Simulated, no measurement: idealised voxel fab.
Process module under the name voxel released beams
Square cells of 5 nm make up the cross-section cut, whose width is 265 nm.
In this document a cross-section is written as a grid of square cells. It is given as a series of bands, listed from the top down, and a band is one or more rows of cells.
Heads up on the band format: heights come first, top then bottom, in nm. After that it's the materials left to right, each with its width in nm. A single material flagged "throughout" fills the whole band edge to edge, and "empty" means there's empty space there.
A quick word on heights: they are counted from 0, and under that level the wafer as it came to us is one material throughout. The lowest band is different from the rest in having no bottom; it simply continues downward, written as in "z 0 and below".
Think of "30->40" as a width that walks from the first number to the second as you go down the band, top row to bottom row, taking equal-sized steps from row to row.
The cross-section has no changed cell in any step marked "left unchanged".
What "Closed-off voids" gives you is every empty space of 8 cells or more that is cut off from the top. Each appears as width x height at distance, with the distance taken from the left edge and width, height and distance all in nm.
after a step's settings: what the simulator itself notes on the step
overlay nm: step with mask; distance mask lay right of planned place; negative value = left of planned place.
Process steps (planned):
| 1 | op RECEIVE | material Si |
| 2 | op CONFORMAL_DEP | material Al2O3 | thk nm 10 |
| 3 | op DIRECTIONAL_DEP | material SiO2 | thk nm 10 |
| 4 | op MASKED_ETCH | tone open | mask id ANCHOR | width nm 40 | etch materials SiO2 | depth nm 10 | overlay nm 0 |
| 5 | op CONFORMAL_DEP | material W | thk nm 15 |
| 6 | op MASKED_ETCH | tone cover | mask id BEAM | width nm 90 | etch materials W | depth nm 15 | overlay nm 0 |
| 7 | op STRIP | etch materials SiO2 |
Cross-section, incoming material, after step 1:
  z 0 and below | Si throughout
  Closed-off voids: none
Same starting wafer, same plan as above, one mistake in the execution; this is the cross-section at the end of the module:
  z 50 to 35 | empty: 85 / W: 90 / empty: 90
  z 35 to 20 | W throughout
  z 20 to 10 | SiO2: 90 / W: 40 / SiO2: 135
  z 10 to 0 | Al2O3 throughout
  z 0 and below | Si throughout
  Closed-off voids: none
Which mistake was made when the wafer was run? plan step 5 ran twice
